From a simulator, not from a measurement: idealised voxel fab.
process module | voxel wiring stack
cross-section cut | 220 nm wide | cells 5 nm
A cross-section is a grid of square cells, given in bands from the top down. A band is one or more rows of cells.
Each band's line starts with the height of the band's top and of its bottom, in nm. Then come its materials from left to right, each with its width in nm. One material with "throughout" fills the band from edge to edge. "air" is empty space.
Height 0 is the level under which the wafer as received is all one material. The lowest band goes on downwards, as in "0 down".
A width such as "30 to 40" changes by the same amount from each row of cells to the next, from the band's top row to its bottom row.
"no change" after a step means that no cell of the cross-section changed.
closed voids: empty space of 8 cells or more with no open way to the top, each as width x height at its distance from the left edge, in nm
after a step's settings: what the simulator itself notes on the step
overlay nm, on a step with a mask: how far to the right of its planned place the mask lay; to the left if negative
plan
1 op RECEIVE | material Si
2 op CONFORMAL_DEP | material SiO2 | thk nm 15
3 op CONFORMAL_DEP | material SiN | thk nm 5
4 op DIRECTIONAL_DEP | material SiO2 | thk nm 25
5 op MASKED_ETCH | tone open | mask id METAL_1 | width nm 25 | pitch nm 45 | etch materials SiO2 | depth nm 25 | overlay nm 0
6 op MASKED_ETCH | tone open | mask id METAL_1 | width nm 25 | pitch nm 45 | etch materials SiN | depth nm 5 | overlay nm 0
7 op CONFORMAL_DEP | material TiN | thk nm 5
8 op FILL_DEP | material Cu | thk nm 10
9 op CMP | height nm 45
10 op CONFORMAL_DEP | material SiCN | thk nm 5
11 op DIRECTIONAL_DEP | material SiO2 | thk nm 15
12 op MASKED_ETCH | tone open | mask id PLUG_1 | width nm 15 | pitch nm 45 | etch materials SiO2 | depth nm 15 | overlay nm 0
13 op MASKED_ETCH | tone open | mask id PLUG_1 | width nm 15 | pitch nm 45 | etch materials SiCN | depth nm 5 | overlay nm 0
14 op EPI | material Ru | thk nm 10
15 op EPI | material Ru | thk nm 10
16 op CONFORMAL_DEP | material SiN | thk nm 5
17 op DIRECTIONAL_DEP | material lowk | thk nm 20
18 op PATTERN | tone open | mask id METAL_2 | material resist | width nm 25 | pitch nm 45 | thk nm 20 | overlay nm 0
19 op DIRECTIONAL_ETCH | etch materials lowk | depth nm 20
20 op DIRECTIONAL_ETCH | etch materials SiN | depth nm 5
21 op STRIP | etch materials resist
22 op CONFORMAL_DEP | material TiN | thk nm 5
23 op FILL_DEP | material Cu | thk nm 10
24 op CMP | height nm 90
25 op CONFORMAL_DEP | material SiCN | thk nm 5
26 op DIRECTIONAL_DEP | material SiO2 | thk nm 30
27 op MASKED_ETCH | tone open | mask id METAL_3_HOLES | width nm 15 | pitch nm 45 | etch materials SiO2 | depth nm 30 | overlay nm 0
28 op MASKED_ETCH | tone open | mask id METAL_3 | width nm 25 | pitch nm 45 | etch materials SiO2 | depth nm 20 | overlay nm 0
29 op MASKED_ETCH | tone open | mask id METAL_3 | width nm 25 | pitch nm 45 | etch materials SiCN | depth nm 5 | overlay nm 0
30 op CONFORMAL_DEP | material TiN | thk nm 5
31 op FILL_DEP | material Cu | thk nm 10
32 op CMP | height nm 125
33 op CONFORMAL_DEP | material SiCN | thk nm 5
34 op DIRECTIONAL_DEP | material lowk | thk nm 25
35 op MASKED_ETCH | tone open | mask id METAL_4_HOLES | width nm 15 | pitch nm 90 | etch materials lowk | depth nm 25 | overlay nm 0
36 op PATTERN | tone open | mask id METAL_4 | material resist | width nm 25 | pitch nm 45 | thk nm 20 | overlay nm 0
37 op DIRECTIONAL_ETCH | etch materials lowk | depth nm 15
38 op DIRECTIONAL_ETCH | etch materials SiCN | depth nm 5
39 op STRIP | etch materials resist
40 op CONFORMAL_DEP | material TiN | thk nm 5
41 op FILL_DEP | material Cu | thk nm 10
42 op CMP | height nm 155
43 op CONFORMAL_DEP | material SiCN | thk nm 5
first wafer, as planned
as received, after step 1
  0 down: Si throughout
  closed voids: none
after step 2
  15 to 0: SiO2 throughout
  below 0: unchanged
after step 3
  20 to 15: SiN throughout
  below 15: unchanged
after step 4
  45 to 20: SiO2 throughout
  below 20: unchanged
after step 5
  45 to 20: SiO2 50 | air 25 | SiO2 20 | air 25 | SiO2 20 | air 25 | SiO2 55
  below 20: unchanged
after step 6
  45 to 20: SiO2 50 | air 25 | SiO2 20 | air 25 | SiO2 20 | air 25 | SiO2 55
  20 to 15: SiN 50 | air 25 | SiN 20 | air 25 | SiN 20 | air 25 | SiN 55
  below 15: unchanged
after step 7
  50 to 45: TiN 55 | air 15 | TiN 30 | air 15 | TiN 30 | air 15 | TiN 60
  45 to 20: SiO2 50 | TiN 5 | air 15 | TiN 5 | SiO2 20 | TiN 5 | air 15 | TiN 5 | SiO2 20 | TiN 5 | air 15 | TiN 5 | SiO2 55
  20 to 15: SiN 50 | TiN 25 | SiN 20 | TiN 25 | SiN 20 | TiN 25 | SiN 55
  below 15: unchanged
after step 8
  60 to 50: Cu throughout
  50 to 45: TiN 55 | Cu 15 | TiN 30 | Cu 15 | TiN 30 | Cu 15 | TiN 60
  45 to 20: SiO2 50 | TiN 5 | Cu 15 | TiN 5 | SiO2 20 | TiN 5 | Cu 15 | TiN 5 | SiO2 20 | TiN 5 | Cu 15 | TiN 5 | SiO2 55
  below 20: unchanged
after step 9
  45 to 20: SiO2 50 | TiN 5 | Cu 15 | TiN 5 | SiO2 20 | TiN 5 | Cu 15 | TiN 5 | SiO2 20 | TiN 5 | Cu 15 | TiN 5 | SiO2 55
  below 20: unchanged
after step 10
  50 to 45: SiCN throughout
  below 45: unchanged
after step 11
  65 to 50: SiO2 throughout
  below 50: unchanged
after step 12
  65 to 50: SiO2 50 | air 15 | SiO2 30 | air 15 | SiO2 30 | air 15 | SiO2 65
  below 50: unchanged
after step 13
  65 to 50: SiO2 50 | air 15 | SiO2 30 | air 15 | SiO2 30 | air 15 | SiO2 65
  50 to 45: SiCN 50 | air 15 | SiCN 30 | air 15 | SiCN 30 | air 15 | SiCN 65
  below 45: unchanged
after step 14
  65 to 55: SiO2 50 | air 15 | SiO2 30 | air 15 | SiO2 30 | air 15 | SiO2 65
  55 to 50: SiO2 50 | Ru 15 | SiO2 30 | Ru 15 | SiO2 30 | Ru 15 | SiO2 65
  50 to 45: SiCN 50 | Ru 15 | SiCN 30 | Ru 15 | SiCN 30 | Ru 15 | SiCN 65
  below 45: unchanged
after step 15
  65 to 50: SiO2 50 | Ru 15 | SiO2 30 | Ru 15 | SiO2 30 | Ru 15 | SiO2 65
  below 50: unchanged
after step 16
  70 to 65: SiN throughout
  below 65: unchanged
after step 17
  90 to 70: lowk throughout
  below 70: unchanged
after step 18
  110 to 90: resist 50 | air 25 | resist 20 | air 25 | resist 20 | air 25 | resist 55
  below 90: unchanged
after step 19
  110 to 90: resist 50 | air 25 | resist 20 | air 25 | resist 20 | air 25 | resist 55
  90 to 70: lowk 50 | air 25 | lowk 20 | air 25 | lowk 20 | air 25 | lowk 55
  below 70: unchanged
after step 20
  110 to 90: resist 50 | air 25 | resist 20 | air 25 | resist 20 | air 25 | resist 55
  90 to 70: lowk 50 | air 25 | lowk 20 | air 25 | lowk 20 | air 25 | lowk 55
  70 to 65: SiN 50 | air 25 | SiN 20 | air 25 | SiN 20 | air 25 | SiN 55
  below 65: unchanged
after step 21
  90 to 70: lowk 50 | air 25 | lowk 20 | air 25 | lowk 20 | air 25 | lowk 55
  below 70: unchanged
after step 22
  95 to 90: TiN 55 | air 15 | TiN 30 | air 15 | TiN 30 | air 15 | TiN 60
  90 to 70: lowk 50 | TiN 5 | air 15 | TiN 5 | lowk 20 | TiN 5 | air 15 | TiN 5 | lowk 20 | TiN 5 | air 15 | TiN 5 | lowk 55
  70 to 65: SiN 50 | TiN 25 | SiN 20 | TiN 25 | SiN 20 | TiN 25 | SiN 55
  below 65: unchanged
after step 23
  105 to 95: Cu throughout
  95 to 90: TiN 55 | Cu 15 | TiN 30 | Cu 15 | TiN 30 | Cu 15 | TiN 60
  90 to 70: lowk 50 | TiN 5 | Cu 15 | TiN 5 | lowk 20 | TiN 5 | Cu 15 | TiN 5 | lowk 20 | TiN 5 | Cu 15 | TiN 5 | lowk 55
  below 70: unchanged
after step 24
  90 to 70: lowk 50 | TiN 5 | Cu 15 | TiN 5 | lowk 20 | TiN 5 | Cu 15 | TiN 5 | lowk 20 | TiN 5 | Cu 15 | TiN 5 | lowk 55
  below 70: unchanged
after step 25
  95 to 90: SiCN throughout
  below 90: unchanged
after step 26
  125 to 95: SiO2 throughout
  below 95: unchanged
after step 27
  125 to 95: SiO2 50 | air 15 | SiO2 30 | air 15 | SiO2 30 | air 15 | SiO2 65
  below 95: unchanged
after step 28
  125 to 105: SiO2 50 | air 25 | SiO2 20 | air 25 | SiO2 20 | air 25 | SiO2 55
  below 105: unchanged
after step 29
  125 to 105: SiO2 50 | air 25 | SiO2 20 | air 25 | SiO2 20 | air 25 | SiO2 55
  105 to 95: SiO2 50 | air 15 | SiO2 30 | air 15 | SiO2 30 | air 15 | SiO2 65
  95 to 90: SiCN 50 | air 15 | SiCN 30 | air 15 | SiCN 30 | air 15 | SiCN 65
  below 90: unchanged
after step 30
  130 to 125: TiN 55 | air 15 | TiN 30 | air 15 | TiN 30 | air 15 | TiN 60
  125 to 110: SiO2 50 | TiN 5 | air 15 | TiN 5 | SiO2 20 | TiN 5 | air 15 | TiN 5 | SiO2 20 | TiN 5 | air 15 | TiN 5 | SiO2 55
  110 to 105: SiO2 50 | TiN 5 | air 5 | TiN 15 | SiO2 20 | TiN 5 | air 5 | TiN 15 | SiO2 20 | TiN 5 | air 5 | TiN 15 | SiO2 55
  105 to 95: SiO2 50 | TiN 5 | air 5 | TiN 5 | SiO2 30 | TiN 5 | air 5 | TiN 5 | SiO2 30 | TiN 5 | air 5 | TiN 5 | SiO2 65
  95 to 90: SiCN 50 | TiN 15 | SiCN 30 | TiN 15 | SiCN 30 | TiN 15 | SiCN 65
  below 90: unchanged
after step 31
  140 to 130: Cu throughout
  130 to 125: TiN 55 | Cu 15 | TiN 30 | Cu 15 | TiN 30 | Cu 15 | TiN 60
  125 to 110: SiO2 50 | TiN 5 | Cu 15 | TiN 5 | SiO2 20 | TiN 5 | Cu 15 | TiN 5 | SiO2 20 | TiN 5 | Cu 15 | TiN 5 | SiO2 55
  110 to 105: SiO2 50 | TiN 5 | Cu 5 | TiN 15 | SiO2 20 | TiN 5 | Cu 5 | TiN 15 | SiO2 20 | TiN 5 | Cu 5 | TiN 15 | SiO2 55
  105 to 95: SiO2 50 | TiN 5 | Cu 5 | TiN 5 | SiO2 30 | TiN 5 | Cu 5 | TiN 5 | SiO2 30 | TiN 5 | Cu 5 | TiN 5 | SiO2 65
  below 95: unchanged
after step 32
  125 to 110: SiO2 50 | TiN 5 | Cu 15 | TiN 5 | SiO2 20 | TiN 5 | Cu 15 | TiN 5 | SiO2 20 | TiN 5 | Cu 15 | TiN 5 | SiO2 55
  below 110: unchanged
after step 33
  130 to 125: SiCN throughout
  below 125: unchanged
after step 34
  155 to 130: lowk throughout
  below 130: unchanged
after step 35
  155 to 130: lowk 50 | air 15 | lowk 75 | air 15 | lowk 65
  below 130: unchanged
after step 36
  175 to 155: resist 50 | air 25 | resist 20 | air 25 | resist 20 | air 25 | resist 55
  below 155: unchanged
after step 37
  175 to 155: resist 50 | air 25 | resist 20 | air 25 | resist 20 | air 25 | resist 55
  155 to 140: lowk 50 | air 25 | lowk 20 | air 25 | lowk 20 | air 25 | lowk 55
  below 140: unchanged
after step 38
  175 to 155: resist 50 | air 25 | resist 20 | air 25 | resist 20 | air 25 | resist 55
  155 to 140: lowk 50 | air 25 | lowk 20 | air 25 | lowk 20 | air 25 | lowk 55
  140 to 130: lowk 50 | air 15 | lowk 75 | air 15 | lowk 65
  130 to 125: SiCN 50 | air 15 | SiCN 75 | air 15 | SiCN 65
  below 125: unchanged
after step 39
  155 to 140: lowk 50 | air 25 | lowk 20 | air 25 | lowk 20 | air 25 | lowk 55
  below 140: unchanged
after step 40
  160 to 155: TiN 55 | air 15 | TiN 30 | air 15 | TiN 30 | air 15 | TiN 60
  155 to 145: lowk 50 | TiN 5 | air 15 | TiN 5 | lowk 20 | TiN 5 | air 15 | TiN 5 | lowk 20 | TiN 5 | air 15 | TiN 5 | lowk 55
  145 to 140: lowk 50 | TiN 5 | air 5 | TiN 15 | lowk 20 | TiN 25 | lowk 20 | TiN 5 | air 5 | TiN 15 | lowk 55
  140 to 130: lowk 50 | TiN 5 | air 5 | TiN 5 | lowk 75 | TiN 5 | air 5 | TiN 5 | lowk 65
  130 to 125: SiCN 50 | TiN 15 | SiCN 75 | TiN 15 | SiCN 65
  below 125: unchanged
after step 41
  170 to 160: Cu throughout
  160 to 155: TiN 55 | Cu 15 | TiN 30 | Cu 15 | TiN 30 | Cu 15 | TiN 60
  155 to 145: lowk 50 | TiN 5 | Cu 15 | TiN 5 | lowk 20 | TiN 5 | Cu 15 | TiN 5 | lowk 20 | TiN 5 | Cu 15 | TiN 5 | lowk 55
  145 to 140: lowk 50 | TiN 5 | Cu 5 | TiN 15 | lowk 20 | TiN 25 | lowk 20 | TiN 5 | Cu 5 | TiN 15 | lowk 55
  140 to 130: lowk 50 | TiN 5 | Cu 5 | TiN 5 | lowk 75 | TiN 5 | Cu 5 | TiN 5 | lowk 65
  below 130: unchanged
after step 42
  155 to 145: lowk 50 | TiN 5 | Cu 15 | TiN 5 | lowk 20 | TiN 5 | Cu 15 | TiN 5 | lowk 20 | TiN 5 | Cu 15 | TiN 5 | lowk 55
  below 145: unchanged
after step 43
  160 to 155: SiCN throughout
  below 155: unchanged
second wafer: like start, like plan, one mistake. Through step 30 it matches the first wafer
when step 31 should have ended
  140 to 130: lowk throughout
  130 to 125: TiN 55 | lowk 15 | TiN 30 | lowk 15 | TiN 30 | lowk 15 | TiN 60
  125 to 110: SiO2 50 | TiN 5 | lowk 15 | TiN 5 | SiO2 20 | TiN 5 | lowk 15 | TiN 5 | SiO2 20 | TiN 5 | lowk 15 | TiN 5 | SiO2 55
  110 to 105: SiO2 50 | TiN 5 | lowk 5 | TiN 15 | SiO2 20 | TiN 5 | lowk 5 | TiN 15 | SiO2 20 | TiN 5 | lowk 5 | TiN 15 | SiO2 55
  105 to 95: SiO2 50 | TiN 5 | lowk 5 | TiN 5 | SiO2 30 | TiN 5 | lowk 5 | TiN 5 | SiO2 30 | TiN 5 | lowk 5 | TiN 5 | SiO2 65
  below 95: unchanged
when step 32 should have ended
  125 to 110: SiO2 50 | TiN 5 | lowk 15 | TiN 5 | SiO2 20 | TiN 5 | lowk 15 | TiN 5 | SiO2 20 | TiN 5 | lowk 15 | TiN 5 | SiO2 55
  below 110: unchanged
when step 33 should have ended
  130 to 125: SiCN throughout
  below 125: unchanged
when step 34 should have ended
  155 to 130: lowk throughout
  below 130: unchanged
when step 35 should have ended
  155 to 130: lowk 50 | air 15 | lowk 75 | air 15 | lowk 65
  below 130: unchanged
when step 36 should have ended
  175 to 155: resist 50 | air 25 | resist 20 | air 25 | resist 20 | air 25 | resist 55
  below 155: unchanged
when step 37 should have ended
  175 to 155: resist 50 | air 25 | resist 20 | air 25 | resist 20 | air 25 | resist 55
  155 to 140: lowk 50 | air 25 | lowk 20 | air 25 | lowk 20 | air 25 | lowk 55
  below 140: unchanged
when step 38 should have ended
  175 to 155: resist 50 | air 25 | resist 20 | air 25 | resist 20 | air 25 | resist 55
  155 to 140: lowk 50 | air 25 | lowk 20 | air 25 | lowk 20 | air 25 | lowk 55
  140 to 130: lowk 50 | air 15 | lowk 75 | air 15 | lowk 65
  130 to 125: SiCN 50 | air 15 | SiCN 75 | air 15 | SiCN 65
  below 125: unchanged
when step 39 should have ended
  155 to 140: lowk 50 | air 25 | lowk 20 | air 25 | lowk 20 | air 25 | lowk 55
  below 140: unchanged
when step 40 should have ended
  160 to 155: TiN 55 | air 15 | TiN 30 | air 15 | TiN 30 | air 15 | TiN 60
  155 to 145: lowk 50 | TiN 5 | air 15 | TiN 5 | lowk 20 | TiN 5 | air 15 | TiN 5 | lowk 20 | TiN 5 | air 15 | TiN 5 | lowk 55
  145 to 140: lowk 50 | TiN 5 | air 5 | TiN 15 | lowk 20 | TiN 25 | lowk 20 | TiN 5 | air 5 | TiN 15 | lowk 55
  140 to 130: lowk 50 | TiN 5 | air 5 | TiN 5 | lowk 75 | TiN 5 | air 5 | TiN 5 | lowk 65
  130 to 125: SiCN 50 | TiN 15 | SiCN 75 | TiN 15 | SiCN 65
  below 125: unchanged
when step 41 should have ended
  170 to 160: Cu throughout
  160 to 155: TiN 55 | Cu 15 | TiN 30 | Cu 15 | TiN 30 | Cu 15 | TiN 60
  155 to 145: lowk 50 | TiN 5 | Cu 15 | TiN 5 | lowk 20 | TiN 5 | Cu 15 | TiN 5 | lowk 20 | TiN 5 | Cu 15 | TiN 5 | lowk 55
  145 to 140: lowk 50 | TiN 5 | Cu 5 | TiN 15 | lowk 20 | TiN 25 | lowk 20 | TiN 5 | Cu 5 | TiN 15 | lowk 55
  140 to 130: lowk 50 | TiN 5 | Cu 5 | TiN 5 | lowk 75 | TiN 5 | Cu 5 | TiN 5 | lowk 65
  below 130: unchanged
when step 42 should have ended
  155 to 145: lowk 50 | TiN 5 | Cu 15 | TiN 5 | lowk 20 | TiN 5 | Cu 15 | TiN 5 | lowk 20 | TiN 5 | Cu 15 | TiN 5 | lowk 55
  below 145: unchanged
when step 43 should have ended
  160 to 155: SiCN throughout
  below 155: unchanged
what went wrong: step 31 ran as: op FILL_DEP | material lowk | thk nm 10
at the end the second wafer has, in cells: 36 fewer of Cu | 36 more of lowk
